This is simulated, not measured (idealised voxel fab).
Module name: voxel spacer lines (process module)
Displayed cross-section: cut, width of 150 nm, square cells sized 5 nm.
In this document a cross-section is written as a grid of square cells. It is given as a series of bands, listed from the top down, and a band is one or more rows of cells.
Basically the band line says how high the top is and how high the bottom is, in nm, and then what's in it from left to right, every material with its width in nm. Empty space shows up as "air", and if a single material carries "everywhere" it runs the full band edge to edge.
Where do heights start? At 0: under that level the wafer as delivered is made of one material only. And the lowest band has no floor; it just carries on downward, as in "0 nm and below".
Note: "30->40" means the width goes from the first number (top row of the band) to the second number (bottom row) in equal steps per row of cells.
"stayed the same" for a step: no cell of the cross-section changed in that step.
Each empty space that has no open way to the top and spans at least 8 cells appears under "Sealed cavities" as width x height at distance, the distance counted from the left edge, all in nm.
Whatever follows a step's settings on its line is a remark the simulator itself makes about that step.
"overlay nm" on a masked step: distance the mask lay right of its planned place, negative for left.
## The planned process steps are enumerated hereunder
1. RECEIVE: material Si
2. CONFORMAL_DEP: material Al2O3, thk nm 5
3. DIRECTIONAL_DEP: material W, thk nm 10
4. DIRECTIONAL_DEP: material polySi, thk nm 20
5. PATTERN: tone cover, mask id MANDREL, material resist, width nm 15, pitch nm 50, thk nm 25, overlay nm 0
6. DIRECTIONAL_ETCH: etch materials polySi, depth nm 20
7. STRIP: etch materials resist
8. CONFORMAL_DEP: material SiN, thk nm 10
9. DIRECTIONAL_ETCH: etch materials SiN, depth nm 10
10. STRIP: etch materials polySi
11. DIRECTIONAL_ETCH: etch materials W, depth nm 10
12. STRIP: etch materials SiN
13. FILL_DEP: material SiO2, thk nm 5
14. CMP: height nm 15
## Received-state cross-section, reflecting completion of step 1
* 0 nm and below: Si everywhere
* Sealed cavities: none
## The plan above was carried out on the starting structure above with one mistake, and this cross-section shows the wafer at the end of the module
* 15 nm to 10 nm: SiO2 everywhere
* 10 nm to 5 nm: SiO2 (30), then W (10), then SiO2 (15), then W (10), then SiO2 (15), then W (10), then SiO2 (15), then W (10), then SiO2 (35)
* 5 nm to 0 nm: Al2O3 everywhere
* 0 nm and below: Si everywhere
* Sealed cavities: none
Finding, execution versus plan: it should be noted that step 3 was executed with settings other than those planned, the operation and settings actually applied being DIRECTIONAL_DEP: material W, thk nm 5
